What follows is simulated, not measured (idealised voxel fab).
Process module, titled voxel self aligned contacts
The figure presents cross-section cut, which has a width of 205 nm and is divided into square cells with an edge length of 5 nm.
Each cross-section below is a grid of square cells, stated as bands in top-down order, with one or more rows of cells making up each band. Per band: top height and bottom height in nm, followed by the left-to-right materials and their widths in nm; "edge to edge" marks a single material spanning edge to edge, "blank" marks empty space. Ref level 0: as-received wafer is one material below here. Bottom band extends down with no lower bound ("0 -> down"). With a width like "30 to 40", each row of cells in the band differs from the next by the same amount, the top row carrying the first number and the bottom row the second. Where the words "nothing was modified" appear for a step, the cross-section shows no cell changed by that step; every cell remained as before. "Listed closed voids": empty spaces of 8 cells or more with no open way to the top, each given as width x height at distance, distance from the left edge, all in nm. What comes after the settings on a step's line is commentary from the simulator itself on that step. What "overlay nm" on a step's line means: if the step has a mask, that mask lay this far to the right of its planned place, or, when the value is negative, to the left. How should the pairs below be read? Each gives the cross-section before one process step and the cross-section after it, the latter drawn only to the lowest band that changed; the step that lies between them, with its settings, appears under the pair. Does a pair pick up where the pair above left off? Only where its entry headed "Pre-step section" says so, since pairs can come from different runs of this module on the same starting wafer.

-- Pre-step section
	50 -> 25  blank 40 / polySi 25 / blank 25 / polySi 25 / blank 25 / polySi 25 / blank 40
	25 -> 5  SiN edge to edge
	5 -> 0  SiO2 edge to edge
	0 -> down  Si edge to edge
	Listed closed voids: none

-- Step Result
	55 -> 50  blank 35 / SiN 35 / blank 15 / SiN 35 / blank 15 / SiN 35 / blank 35
	50 -> 30  blank 35 / SiN 5 / polySi 25 / SiN 5 / blank 15 / SiN 5 / polySi 25 / SiN 5 / blank 15 / SiN 5 / polySi 25 / SiN 5 / blank 35
	30 -> 25  SiN 40 / polySi 25 / SiN 25 / polySi 25 / SiN 25 / polySi 25 / SiN 40
	Below 25 it's all the same as before, nothing changed down there.
	Listed closed voids: none
It is this step that lies between the two cross-sections above: CONFORMAL_DEP, material SiN, thk nm 5

Pre-step section: the state before this step is the cross-section shown after the step in the pair just above.

-- Step Result
	50 -> 25  blank 35 / SiN 5 / polySi 25 / SiN 5 / blank 15 / SiN 5 / polySi 25 / SiN 5 / blank 15 / SiN 5 / polySi 25 / SiN 5 / blank 35
	Below 25 it's all the same as before, nothing changed down there.
	Listed closed voids: none
It is this step that lies between the two cross-sections above: DIRECTIONAL_ETCH, etch materials SiN, depth nm 5

Pre-step section: the state before this step is the cross-section shown after the step in the pair just above.

-- Step Result
	70 -> 50  SiO2 edge to edge
	50 -> 25  SiO2 35 / SiN 5 / polySi 25 / SiN 5 / SiO2 15 / SiN 5 / polySi 25 / SiN 5 / SiO2 15 / SiN 5 / polySi 25 / SiN 5 / SiO2 35
	Below 25 it's all the same as before, nothing changed down there.
	Listed closed voids: none
It is this step that lies between the two cross-sections above: FILL_DEP, material SiO2, thk nm 20

Pre-step section: the state before this step is the cross-section shown after the step in the pair just above.

-- Step Result
	60 -> 50  SiO2 edge to edge
	Below 50 it's all the same as before, nothing changed down there.
	Listed closed voids: none
It is this step that lies between the two cross-sections above: CMP, height nm 60

Pre-step section: the state before this step is the cross-section shown after the step in the pair just above.

-- Step Result
	75 -> 60  aC edge to edge
	Below 60 it's all the same as before, nothing changed down there.
	Listed closed voids: none
It is this step that lies between the two cross-sections above: DIRECTIONAL_DEP, material aC, thk nm 15

Pre-step section: the state before this step is the cross-section shown after the step in the pair just above.

-- Step Result
	105 -> 75  resist 60 / blank 35 / resist 15 / blank 35 / resist 60
	Below 75 it's all the same as before, nothing changed down there.
	Listed closed voids: none
It is this step that lies between the two cross-sections above: PATTERN, tone open, mask id CONTACT, material resist, width nm 35, pitch nm 50, thk nm 30, overlay nm 0

Pre-step section: the state before this step is the cross-section shown after the step in the pair just above.

-- Step Result
	90 -> 75  resist 60 / blank 35 / resist 15 / blank 35 / resist 60
	75 -> 60  aC 60 / blank 35 / aC 15 / blank 35 / aC 60
	Below 60 it's all the same as before, nothing changed down there.
	Listed closed voids: none
It is this step that lies between the two cross-sections above: DIRECTIONAL_ETCH, etch materials aC, depth nm 15

Pre-step section: the state before this step is the cross-section shown after the step in the pair just above.

-- Step Result
	75 -> 60  aC 60 / blank 35 / aC 15 / blank 35 / aC 60
	Below 60 it's all the same as before, nothing changed down there.
	Listed closed voids: none
It is this step that lies between the two cross-sections above: STRIP, etch materials resist

Pre-step section: the state before this step is the cross-section shown after the step in the pair just above.

-- Step Result
	75 -> 60  aC 60 / blank 35 / aC 15 / blank 35 / aC 60
	60 -> 50  SiO2 60 / blank 35 / SiO2 15 / blank 35 / SiO2 60
	50 -> 25  SiO2 35 / SiN 5 / polySi 25 / SiN 5 / blank 15 / SiN 5 / polySi 25 / SiN 5 / blank 15 / SiN 5 / polySi 25 / SiN 5 / SiO2 35
	Below 25 it's all the same as before, nothing changed down there.
	Listed closed voids: none
It is this step that lies between the two cross-sections above: DIRECTIONAL_ETCH, etch materials SiO2, depth nm 60

Pre-step section: the state before this step is the cross-section shown after the step in the pair just above.

-- Step Result
	60 -> 50  SiO2 60 / blank 35 / SiO2 15 / blank 35 / SiO2 60
	Below 50 it's all the same as before, nothing changed down there.
	Listed closed voids: none
It is this step that lies between the two cross-sections above: STRIP, etch materials aC

Pre-step section: the state before this step is the cross-section shown after the step in the pair just above.

-- Step Result
	65 -> 60  TiN 65 / blank 25 / TiN 25 / blank 25 / TiN 65
	60 -> 50  SiO2 60 / TiN 5 to 15 / blank 25 to 5 / TiN 5 to 15 / SiO2 15 / TiN 5 to 15 / blank 25 to 5 / TiN 5 to 15 / SiO2 60
	50 -> 30  SiO2 35 / SiN 5 / polySi 25 / SiN 5 / TiN 5 / blank 5 / TiN 5 / SiN 5 / polySi 25 / SiN 5 / TiN 5 / blank 5 / TiN 5 / SiN 5 / polySi 25 / SiN 5 / SiO2 35
	30 -> 25  SiO2 35 / SiN 5 / polySi 25 / SiN 5 / TiN 15 / SiN 5 / polySi 25 / SiN 5 / TiN 15 / SiN 5 / polySi 25 / SiN 5 / SiO2 35
	Below 25 it's all the same as before, nothing changed down there.
	Listed closed voids: none
It is this step that lies between the two cross-sections above: CONFORMAL_DEP, material TiN, thk nm 5

Pre-step section: the state before this step is the cross-section shown after the step in the pair just above.

-- Step Result
	70 -> 65  W edge to edge
	65 -> 60  TiN 65 / W 25 / TiN 25 / W 25 / TiN 65
	60 -> 50  SiO2 60 / TiN 5 to 15 / W 25 to 5 / TiN 5 to 15 / SiO2 15 / TiN 5 to 15 / W 25 to 5 / TiN 5 to 15 / SiO2 60
	50 -> 30  SiO2 35 / SiN 5 / polySi 25 / SiN 5 / TiN 5 / W 5 / TiN 5 / SiN 5 / polySi 25 / SiN 5 / TiN 5 / W 5 / TiN 5 / SiN 5 / polySi 25 / SiN 5 / SiO2 35
	Below 30 it's all the same as before, nothing changed down there.
	Listed closed voids: none
It is this step that lies between the two cross-sections above: FILL_DEP, material W, thk nm 5

Pre-step section: the state before this step is the cross-section shown after the step in the pair just above.

-- Step Result
	60 -> 50  SiO2 60 / TiN 5 to 15 / W 25 to 5 / TiN 5 to 15 / SiO2 15 / TiN 5 to 15 / W 25 to 5 / TiN 5 to 15 / SiO2 60
	Below 50 it's all the same as before, nothing changed down there.
	Listed closed voids: none
It is this step that lies between the two cross-sections above: CMP, height nm 60

Pre-step section: the state before this step is the cross-section shown after the step in the pair just above.

-- Step Result
	65 -> 60  SiN edge to edge
	Below 60 it's all the same as before, nothing changed down there.
	Listed closed voids: none
It is this step that lies between the two cross-sections above: CONFORMAL_DEP, material SiN, thk nm 5

-- Pre-step section
	50 -> 30  blank 40 / SiN 25 / blank 25 / SiN 25 / blank 25 / SiN 25 / blank 40
	30 -> 5  blank 40 / polySi 25 / blank 25 / polySi 25 / blank 25 / polySi 25 / blank 40
	5 -> 0  SiO2 edge to edge
	0 -> down  Si edge to edge
	Listed closed voids: none

-- Step Result
	65 -> 30  blank 25 / SiN 155 / blank 25
	30 -> 20  blank 25 / SiN 15 / polySi 25 / SiN 25 / polySi 25 / SiN 25 / polySi 25 / SiN 15 / blank 25
	20 -> 5  SiN 40 / polySi 25 / SiN 25 / polySi 25 / SiN 25 / polySi 25 / SiN 40
	Below 5 it's all the same as before, nothing changed down there.
	Listed closed voids: none
It is this step that lies between the two cross-sections above: CONFORMAL_DEP, material SiN, thk nm 15

Pre-step section: the state before this step is the cross-section shown after the step in the pair just above.

-- Step Result
	60 -> 30  blank 25 / SiN 155 / blank 25
	30 -> 15  blank 25 / SiN 15 / polySi 25 / SiN 25 / polySi 25 / SiN 25 / polySi 25 / SiN 15 / blank 25
	Below 15 it's all the same as before, nothing changed down there.
	Listed closed voids: none
It is this step that lies between the two cross-sections above: DIRECTIONAL_ETCH, etch materials SiN, depth nm 5

Pre-step section: the state before this step is the cross-section shown after the step in the pair just above.

-- Step Result
	80 -> 60  SiO2 edge to edge
	60 -> 30  SiO2 25 / SiN 155 / SiO2 25
	30 -> 15  SiO2 25 / SiN 15 / polySi 25 / SiN 25 / polySi 25 / SiN 25 / polySi 25 / SiN 15 / SiO2 25
	Below 15 it's all the same as before, nothing changed down there.
	Listed closed voids: none
It is this step that lies between the two cross-sections above: FILL_DEP, material SiO2, thk nm 20

Pre-step section: the state before this step is the cross-section shown after the step in the pair just above.

-- Step Result
	60 -> 30  SiO2 25 / SiN 155 / SiO2 25
	Below 30 it's all the same as before, nothing changed down there.
	Listed closed voids: none
It is this step that lies between the two cross-sections above: CMP, height nm 60

Pre-step section: the state before this step is the cross-section shown after the step in the pair just above.

-- Step Result
	75 -> 60  aC edge to edge
	Below 60 it's all the same as before, nothing changed down there.
	Listed closed voids: none
It is this step that lies between the two cross-sections above: DIRECTIONAL_DEP, material aC, thk nm 15

Pre-step section: the state before this step is the cross-section shown after the step in the pair just above.

-- Step Result
	105 -> 75  resist 60 / blank 35 / resist 15 / blank 35 / resist 60
	Below 75 it's all the same as before, nothing changed down there.
	Listed closed voids: none
It is this step that lies between the two cross-sections above: PATTERN, tone open, mask id CONTACT, material resist, width nm 35, pitch nm 50, thk nm 30, overlay nm 0

Pre-step section: the state before this step is the cross-section shown after the step in the pair just above.

-- Step Result
	90 -> 75  resist 60 / blank 35 / resist 15 / blank 35 / resist 60
	75 -> 60  aC 60 / blank 35 / aC 15 / blank 35 / aC 60
	Below 60 it's all the same as before, nothing changed down there.
	Listed closed voids: none
It is this step that lies between the two cross-sections above: DIRECTIONAL_ETCH, etch materials aC, depth nm 15

Pre-step section: the state before this step is the cross-section shown after the step in the pair just above.

-- Step Result
	75 -> 60  aC 60 / blank 35 / aC 15 / blank 35 / aC 60
	Below 60 it's all the same as before, nothing changed down there.
	Listed closed voids: none
It is this step that lies between the two cross-sections above: STRIP, etch materials resist

Pre-step section: the state before this step is the cross-section shown after the step in the pair just above.

-- Step Result
	60 -> 30  SiO2 25 / SiN 155 / SiO2 25
	Below 30 it's all the same as before, nothing changed down there.
	Listed closed voids: none
It is this step that lies between the two cross-sections above: STRIP, etch materials aC

Pre-step section: the state before this step is the cross-section shown after the step in the pair just above.

-- Step Result
	65 -> 60  TiN edge to edge
	Below 60 it's all the same as before, nothing changed down there.
	Listed closed voids: none
It is this step that lies between the two cross-sections above: CONFORMAL_DEP, material TiN, thk nm 5

Pre-step section: the state before this step is the cross-section shown after the step in the pair just above.

-- Step Result
	70 -> 65  W edge to edge
	Below 65 it's all the same as before, nothing changed down there.
	Listed closed voids: none
It is this step that lies between the two cross-sections above: FILL_DEP, material W, thk nm 5

Pre-step section: the state before this step is the cross-section shown after the step in the pair just above.

-- Step Result
	60 -> 30  SiO2 25 / SiN 155 / SiO2 25
	Below 30 it's all the same as before, nothing changed down there.
	Listed closed voids: none
It is this step that lies between the two cross-sections above: CMP, height nm 60

Pre-step section: the state before this step is the cross-section shown after the step in the pair just above.

-- Step Result
	65 -> 60  SiN edge to edge
	Below 60 it's all the same as before, nothing changed down there.
	Listed closed voids: none
It is this step that lies between the two cross-sections above: CONFORMAL_DEP, material SiN, thk nm 5

-- Pre-step section
	50 -> 30  SiN edge to edge
	30 -> 5  polySi edge to edge
	5 -> 0  SiO2 edge to edge
	0 -> down  Si edge to edge
	Listed closed voids: none

-- Step Result
	65 -> 50  blank 40 / resist 30 / blank 20 / resist 30 / blank 20 / resist 30 / blank 35
	Below 50 it's all the same as before, nothing changed down there.
	Listed closed voids: none
It is this step that lies between the two cross-sections above: PATTERN, tone cover, mask id GATE, material resist, width nm 30, pitch nm 50, thk nm 15, overlay nm 0

Pre-step section: the state before this step is the cross-section shown after the step in the pair just above.

-- Step Result
	65 -> 50  blank 40 / resist 30 / blank 20 / resist 30 / blank 20 / resist 30 / blank 35
	50 -> 30  blank 40 / SiN 30 / blank 20 / SiN 30 / blank 20 / SiN 30 / blank 35
	Below 30 it's all the same as before, nothing changed down there.
	Listed closed voids: none
It is this step that lies between the two cross-sections above: DIRECTIONAL_ETCH, etch materials SiN, depth nm 20

Pre-step section: the state before this step is the cross-section shown after the step in the pair just above.

-- Step Result
	65 -> 50  blank 40 / resist 30 / blank 20 / resist 30 / blank 20 / resist 30 / blank 35
	50 -> 30  blank 40 / SiN 30 / blank 20 / SiN 30 / blank 20 / SiN 30 / blank 35
	30 -> 5  blank 40 / polySi 30 / blank 20 / polySi 30 / blank 20 / polySi 30 / blank 35
	Below 5 it's all the same as before, nothing changed down there.
	Listed closed voids: none
It is this step that lies between the two cross-sections above: DIRECTIONAL_ETCH, etch materials polySi, depth nm 25

Pre-step section: the state before this step is the cross-section shown after the step in the pair just above.

-- Step Result
	50 -> 30  blank 40 / SiN 30 / blank 20 / SiN 30 / blank 20 / SiN 30 / blank 35
	Below 30 it's all the same as before, nothing changed down there.
	Listed closed voids: none
It is this step that lies between the two cross-sections above: STRIP, etch materials resist

Pre-step section: the state before this step is the cross-section shown after the step in the pair just above.

-- Step Result
	55 -> 30  blank 35 / SiN 40 / blank 10 / SiN 40 / blank 10 / SiN 40 / blank 30
	30 -> 10  blank 35 / SiN 5 / polySi 30 / SiN 5 / blank 10 / SiN 5 / polySi 30 / SiN 5 / blank 10 / SiN 5 / polySi 30 / SiN 5 / blank 30
	10 -> 5  SiN 40 / polySi 30 / SiN 20 / polySi 30 / SiN 20 / polySi 30 / SiN 35
	Below 5 it's all the same as before, nothing changed down there.
	Listed closed voids: none
It is this step that lies between the two cross-sections above: CONFORMAL_DEP, material SiN, thk nm 5

Pre-step section: the state before this step is the cross-section shown after the step in the pair just above.

-- Step Result
	50 -> 30  blank 35 / SiN 40 / blank 10 / SiN 40 / blank 10 / SiN 40 / blank 30
	30 -> 5  blank 35 / SiN 5 / polySi 30 / SiN 5 / blank 10 / SiN 5 / polySi 30 / SiN 5 / blank 10 / SiN 5 / polySi 30 / SiN 5 / blank 30
	Below 5 it's all the same as before, nothing changed down there.
	Listed closed voids: none
It is this step that lies between the two cross-sections above: DIRECTIONAL_ETCH, etch materials SiN, depth nm 5

Pre-step section: the state before this step is the cross-section shown after the step in the pair just above.

-- Step Result
	70 -> 50  SiO2 edge to edge
	50 -> 30  SiO2 35 / SiN 40 / SiO2 10 / SiN 40 / SiO2 10 / SiN 40 / SiO2 30
	30 -> 5  SiO2 35 / SiN 5 / polySi 30 / SiN 5 / SiO2 10 / SiN 5 / polySi 30 / SiN 5 / SiO2 10 / SiN 5 / polySi 30 / SiN 5 / SiO2 30
	Below 5 it's all the same as before, nothing changed down there.
	Listed closed voids: none
It is this step that lies between the two cross-sections above: FILL_DEP, material SiO2, thk nm 20

Pre-step section: the state before this step is the cross-section shown after the step in the pair just above.

-- Step Result
	60 -> 50  SiO2 edge to edge
	Below 50 it's all the same as before, nothing changed down there.
	Listed closed voids: none
It is this step that lies between the two cross-sections above: CMP, height nm 60

Pre-step section: the state before this step is the cross-section shown after the step in the pair just above.

-- Step Result
	75 -> 60  aC edge to edge
	Below 60 it's all the same as before, nothing changed down there.
	Listed closed voids: none
It is this step that lies between the two cross-sections above: DIRECTIONAL_DEP, material aC, thk nm 15

Pre-step section: the state before this step is the cross-section shown after the step in the pair just above.

-- Step Result
	105 -> 75  resist 60 / blank 35 / resist 15 / blank 35 / resist 60
	Below 75 it's all the same as before, nothing changed down there.
	Listed closed voids: none
It is this step that lies between the two cross-sections above: PATTERN, tone open, mask id CONTACT, material resist, width nm 35, pitch nm 50, thk nm 30, overlay nm 0

Pre-step section: the state before this step is the cross-section shown after the step in the pair just above.

-- Step Result
	90 -> 75  resist 60 / blank 35 / resist 15 / blank 35 / resist 60
	75 -> 60  aC 60 / blank 35 / aC 15 / blank 35 / aC 60
	Below 60 it's all the same as before, nothing changed down there.
	Listed closed voids: none
It is this step that lies between the two cross-sections above: DIRECTIONAL_ETCH, etch materials aC, depth nm 15

Pre-step section: the state before this step is the cross-section shown after the step in the pair just above.

-- Step Result
	75 -> 60  aC 60 / blank 35 / aC 15 / blank 35 / aC 60
	Below 60 it's all the same as before, nothing changed down there.
	Listed closed voids: none
It is this step that lies between the two cross-sections above: STRIP, etch materials resist

Pre-step section: the state before this step is the cross-section shown after the step in the pair just above.

-- Step Result
	75 -> 60  aC 60 / blank 35 / aC 15 / blank 35 / aC 60
	60 -> 50  SiO2 60 / blank 35 / SiO2 15 / blank 35 / SiO2 60
	50 -> 30  SiO2 35 / SiN 40 / blank 10 / SiN 40 / blank 10 / SiN 40 / SiO2 30
	30 -> 5  SiO2 35 / SiN 5 / polySi 30 / SiN 5 / blank 10 / SiN 5 / polySi 30 / SiN 5 / blank 10 / SiN 5 / polySi 30 / SiN 5 / SiO2 30
	5 -> 0  SiO2 75 / blank 10 / SiO2 40 / blank 10 / SiO2 70
	Below 0 it's all the same as before, nothing changed down there.
	Listed closed voids: none
It is this step that lies between the two cross-sections above: DIRECTIONAL_ETCH, etch materials SiO2, depth nm 60

Pre-step section: the state before this step is the cross-section shown after the step in the pair just above.

-- Step Result
	60 -> 50  SiO2 60 / blank 35 / SiO2 15 / blank 35 / SiO2 60
	Below 50 it's all the same as before, nothing changed down there.
	Listed closed voids: none
It is this step that lies between the two cross-sections above: STRIP, etch materials aC

Pre-step section: the state before this step is the cross-section shown after the step in the pair just above.

-- Step Result
	65 -> 60  TiN 65 / blank 25 / TiN 25 / blank 25 / TiN 65
	60 -> 55  SiO2 60 / TiN 5 / blank 25 / TiN 5 / SiO2 15 / TiN 5 / blank 25 / TiN 5 / SiO2 60
	55 -> 50  SiO2 60 / TiN 35 / SiO2 15 / TiN 35 / SiO2 60
	50 -> 30  SiO2 35 / SiN 40 / TiN 10 / SiN 40 / TiN 10 / SiN 40 / SiO2 30
	30 -> 5  SiO2 35 / SiN 5 / polySi 30 / SiN 5 / TiN 10 / SiN 5 / polySi 30 / SiN 5 / TiN 10 / SiN 5 / polySi 30 / SiN 5 / SiO2 30
	5 -> 0  SiO2 75 / TiN 10 / SiO2 40 / TiN 10 / SiO2 70
	Below 0 it's all the same as before, nothing changed down there.
	Listed closed voids: none
It is this step that lies between the two cross-sections above: CONFORMAL_DEP, material TiN, thk nm 5

Pre-step section: the state before this step is the cross-section shown after the step in the pair just above.

-- Step Result
	70 -> 65  W edge to edge
	65 -> 60  TiN 65 / W 25 / TiN 25 / W 25 / TiN 65
	60 -> 55  SiO2 60 / TiN 5 / W 25 / TiN 5 / SiO2 15 / TiN 5 / W 25 / TiN 5 / SiO2 60
	Below 55 it's all the same as before, nothing changed down there.
	Listed closed voids: none
It is this step that lies between the two cross-sections above: FILL_DEP, material W, thk nm 5

Pre-step section: the state before this step is the cross-section shown after the step in the pair just above.

-- Step Result
	60 -> 55  SiO2 60 / TiN 5 / W 25 / TiN 5 / SiO2 15 / TiN 5 / W 25 / TiN 5 / SiO2 60
	Below 55 it's all the same as before, nothing changed down there.
	Listed closed voids: none
It is this step that lies between the two cross-sections above: CMP, height nm 60

Pre-step section: the state before this step is the cross-section shown after the step in the pair just above.

-- Step Result
	65 -> 60  SiN edge to edge
	Below 60 it's all the same as before, nothing changed down there.
	Listed closed voids: none
It is this step that lies between the two cross-sections above: CONFORMAL_DEP, material SiN, thk nm 5

-- Pre-step section
	75 -> 60  aC edge to edge
	60 -> 50  SiO2 edge to edge
	50 -> 30  SiO2 35 / SiN 35 / SiO2 15 / SiN 35 / SiO2 15 / SiN 35 / SiO2 35
	30 -> 5  SiO2 35 / SiN 5 / polySi 25 / SiN 5 / SiO2 15 / SiN 5 / polySi 25 / SiN 5 / SiO2 15 / SiN 5 / polySi 25 / SiN 5 / SiO2 35
	5 -> 0  SiO2 edge to edge
	0 -> down  Si edge to edge
	Listed closed voids: none

-- Step Result
	105 -> 75  resist 65 / blank 35 / resist 15 / blank 35 / resist 55
	Below 75 it's all the same as before, nothing changed down there.
	Listed closed voids: none
It is this step that lies between the two cross-sections above: PATTERN, tone open, mask id CONTACT, material resist, width nm 35, pitch nm 50, thk nm 30, overlay nm 5

Pre-step section: the state before this step is the cross-section shown after the step in the pair just above.

-- Step Result
	90 -> 75  resist 65 / blank 35 / resist 15 / blank 35 / resist 55
	75 -> 60  aC 65 / blank 35 / aC 15 / blank 35 / aC 55
	Below 60 it's all the same as before, nothing changed down there.
	Listed closed voids: none
It is this step that lies between the two cross-sections above: DIRECTIONAL_ETCH, etch materials aC, depth nm 15

Pre-step section: the state before this step is the cross-section shown after the step in the pair just above.

-- Step Result
	75 -> 60  aC 65 / blank 35 / aC 15 / blank 35 / aC 55
	Below 60 it's all the same as before, nothing changed down there.
	Listed closed voids: none
It is this step that lies between the two cross-sections above: STRIP, etch materials resist

Pre-step section: the state before this step is the cross-section shown after the step in the pair just above.

-- Step Result
	75 -> 60  aC 65 / blank 35 / aC 15 / blank 35 / aC 55
	60 -> 50  SiO2 65 / blank 35 / SiO2 15 / blank 35 / SiO2 55
	50 -> 30  SiO2 35 / SiN 35 / blank 15 / SiN 35 / blank 15 / SiN 35 / SiO2 35
	30 -> 5  SiO2 35 / SiN 5 / polySi 25 / SiN 5 / blank 15 / SiN 5 / polySi 25 / SiN 5 / blank 15 / SiN 5 / polySi 25 / SiN 5 / SiO2 35
	5 -> 0  SiO2 70 / blank 15 / SiO2 35 / blank 15 / SiO2 70
	Below 0 it's all the same as before, nothing changed down there.
	Listed closed voids: none
It is this step that lies between the two cross-sections above: DIRECTIONAL_ETCH, etch materials SiO2, depth nm 60

Pre-step section: the state before this step is the cross-section shown after the step in the pair just above.

-- Step Result
	60 -> 50  SiO2 65 / blank 35 / SiO2 15 / blank 35 / SiO2 55
	Below 50 it's all the same as before, nothing changed down there.
	Listed closed voids: none
It is this step that lies between the two cross-sections above: STRIP, etch materials aC

Pre-step section: the state before this step is the cross-section shown after the step in the pair just above.

-- Step Result
	65 -> 60  TiN 70 / blank 25 / TiN 25 / blank 25 / TiN 60
	60 -> 50  SiO2 65 / TiN 5 to 10 / blank 25 to 5 / TiN 5 to 20 / SiO2 15 / TiN 5 to 10 / blank 25 to 5 / TiN 5 to 20 / SiO2 55
	50 -> 30  SiO2 35 / SiN 35 / TiN 5 / blank 5 / TiN 5 / SiN 35 / TiN 5 / blank 5 / TiN 5 / SiN 35 / SiO2 35
	30 -> 5  SiO2 35 / SiN 5 / polySi 25 / SiN 5 / TiN 5 / blank 5 / TiN 5 / SiN 5 / polySi 25 / SiN 5 / TiN 5 / blank 5 / TiN 5 / SiN 5 / polySi 25 / SiN 5 / SiO2 35
	5 -> 0  SiO2 70 / TiN 15 / SiO2 35 / TiN 15 / SiO2 70
	Below 0 it's all the same as before, nothing changed down there.
	Listed closed voids: none
It is this step that lies between the two cross-sections above: CONFORMAL_DEP, material TiN, thk nm 5

Pre-step section: the state before this step is the cross-section shown after the step in the pair just above.

-- Step Result
	70 -> 65  W edge to edge
	65 -> 60  TiN 70 / W 25 / TiN 25 / W 25 / TiN 60
	60 -> 50  SiO2 65 / TiN 5 to 10 / W 25 to 5 / TiN 5 to 20 / SiO2 15 / TiN 5 to 10 / W 25 to 5 / TiN 5 to 20 / SiO2 55
	50 -> 30  SiO2 35 / SiN 35 / TiN 5 / W 5 / TiN 5 / SiN 35 / TiN 5 / W 5 / TiN 5 / SiN 35 / SiO2 35
	30 -> 5  SiO2 35 / SiN 5 / polySi 25 / SiN 5 / TiN 5 / W 5 / TiN 5 / SiN 5 / polySi 25 / SiN 5 / TiN 5 / W 5 / TiN 5 / SiN 5 / polySi 25 / SiN 5 / SiO2 35
	Below 5 it's all the same as before, nothing changed down there.
	Listed closed voids: none
It is this step that lies between the two cross-sections above: FILL_DEP, material W, thk nm 5

Pre-step section: the state before this step is the cross-section shown after the step in the pair just above.

-- Step Result
	60 -> 50  SiO2 65 / TiN 5 to 10 / W 25 to 5 / TiN 5 to 20 / SiO2 15 / TiN 5 to 10 / W 25 to 5 / TiN 5 to 20 / SiO2 55
	Below 50 it's all the same as before, nothing changed down there.
	Listed closed voids: none
It is this step that lies between the two cross-sections above: CMP, height nm 60

Pre-step section: the state before this step is the cross-section shown after the step in the pair just above.

-- Step Result
	65 -> 60  SiN edge to edge
	Below 60 it's all the same as before, nothing changed down there.
	Listed closed voids: none
It is this step that lies between the two cross-sections above: CONFORMAL_DEP, material SiN, thk nm 5

-- Pre-step section
	65 -> 60  TiN 65 / blank 25 / TiN 25 / blank 25 / TiN 65
	60 -> 50  SiO2 60 / TiN 5 to 15 / blank 25 to 5 / TiN 5 to 15 / SiO2 15 / TiN 5 to 15 / blank 25 to 5 / TiN 5 to 15 / SiO2 60
	50 -> 30  SiO2 35 / SiN 35 / TiN 5 / blank 5 / TiN 5 / SiN 35 / TiN 5 / blank 5 / TiN 5 / SiN 35 / SiO2 35
	30 -> 5  SiO2 35 / SiN 5 / polySi 25 / SiN 5 / TiN 5 / blank 5 / TiN 5 / SiN 5 / polySi 25 / SiN 5 / TiN 5 / blank 5 / TiN 5 / SiN 5 / polySi 25 / SiN 5 / SiO2 35
	5 -> 0  SiO2 70 / TiN 15 / SiO2 35 / TiN 15 / SiO2 70
	0 -> down  Si edge to edge
	Listed closed voids: none

-- Step Result
	70 -> 65  aC edge to edge
	65 -> 60  TiN 65 / aC 25 / TiN 25 / aC 25 / TiN 65
	60 -> 50  SiO2 60 / TiN 5 to 15 / aC 25 to 5 / TiN 5 to 15 / SiO2 15 / TiN 5 to 15 / aC 25 to 5 / TiN 5 to 15 / SiO2 60
	50 -> 30  SiO2 35 / SiN 35 / TiN 5 / aC 5 / TiN 5 / SiN 35 / TiN 5 / aC 5 / TiN 5 / SiN 35 / SiO2 35
	30 -> 5  SiO2 35 / SiN 5 / polySi 25 / SiN 5 / TiN 5 / aC 5 / TiN 5 / SiN 5 / polySi 25 / SiN 5 / TiN 5 / aC 5 / TiN 5 / SiN 5 / polySi 25 / SiN 5 / SiO2 35
	Below 5 it's all the same as before, nothing changed down there.
	Listed closed voids: none
It is this step that lies between the two cross-sections above: FILL_DEP, material aC, thk nm 5

Pre-step section: the state before this step is the cross-section shown after the step in the pair just above.

-- Step Result
	60 -> 50  SiO2 60 / TiN 5 to 15 / aC 25 to 5 / TiN 5 to 15 / SiO2 15 / TiN 5 to 15 / aC 25 to 5 / TiN 5 to 15 / SiO2 60
	Below 50 it's all the same as before, nothing changed down there.
	Listed closed voids: none
It is this step that lies between the two cross-sections above: CMP, height nm 60

Pre-step section: the state before this step is the cross-section shown after the step in the pair just above.

-- Step Result
	65 -> 60  SiN edge to edge
	Below 60 it's all the same as before, nothing changed down there.
	Listed closed voids: none
It is this step that lies between the two cross-sections above: CONFORMAL_DEP, material SiN, thk nm 5

-- Pre-step section
	50 -> 30  SiN edge to edge
	30 -> 5  polySi edge to edge
	5 -> 0  SiO2 edge to edge
	0 -> down  Si edge to edge
	Listed closed voids: none

-- Step Result
	65 -> 50  resist 40 / blank 25 / resist 25 / blank 25 / resist 25 / blank 25 / resist 40
	Below 50 it's all the same as before, nothing changed down there.
	Listed closed voids: none
It is this step that lies between the two cross-sections above: PATTERN, tone open, mask id GATE, material resist, width nm 25, pitch nm 50, thk nm 15, overlay nm 0

Pre-step section: the state before this step is the cross-section shown after the step in the pair just above.

-- Step Result
	65 -> 50  resist 40 / blank 25 / resist 25 / blank 25 / resist 25 / blank 25 / resist 40
	50 -> 30  SiN 40 / blank 25 / SiN 25 / blank 25 / SiN 25 / blank 25 / SiN 40
	Below 30 it's all the same as before, nothing changed down there.
	Listed closed voids: none
It is this step that lies between the two cross-sections above: DIRECTIONAL_ETCH, etch materials SiN, depth nm 20

Pre-step section: the state before this step is the cross-section shown after the step in the pair just above.

-- Step Result
	65 -> 50  resist 40 / blank 25 / resist 25 / blank 25 / resist 25 / blank 25 / resist 40
	50 -> 30  SiN 40 / blank 25 / SiN 25 / blank 25 / SiN 25 / blank 25 / SiN 40
	30 -> 5  polySi 40 / blank 25 / polySi 25 / blank 25 / polySi 25 / blank 25 / polySi 40
	Below 5 it's all the same as before, nothing changed down there.
	Listed closed voids: none
It is this step that lies between the two cross-sections above: DIRECTIONAL_ETCH, etch materials polySi, depth nm 25

Pre-step section: the state before this step is the cross-section shown after the step in the pair just above.

-- Step Result
	50 -> 30  SiN 40 / blank 25 / SiN 25 / blank 25 / SiN 25 / blank 25 / SiN 40
	Below 30 it's all the same as before, nothing changed down there.
	Listed closed voids: none
It is this step that lies between the two cross-sections above: STRIP, etch materials resist

Pre-step section: the state before this step is the cross-section shown after the step in the pair just above.

-- Step Result
	55 -> 30  SiN 45 / blank 15 / SiN 35 / blank 15 / SiN 35 / blank 15 / SiN 45
	30 -> 10  polySi 40 / SiN 5 / blank 15 / SiN 5 / polySi 25 / SiN 5 / blank 15 / SiN 5 / polySi 25 / SiN 5 / blank 15 / SiN 5 / polySi 40
	10 -> 5  polySi 40 / SiN 25 / polySi 25 / SiN 25 / polySi 25 / SiN 25 / polySi 40
	Below 5 it's all the same as before, nothing changed down there.
	Listed closed voids: none
It is this step that lies between the two cross-sections above: CONFORMAL_DEP, material SiN, thk nm 5
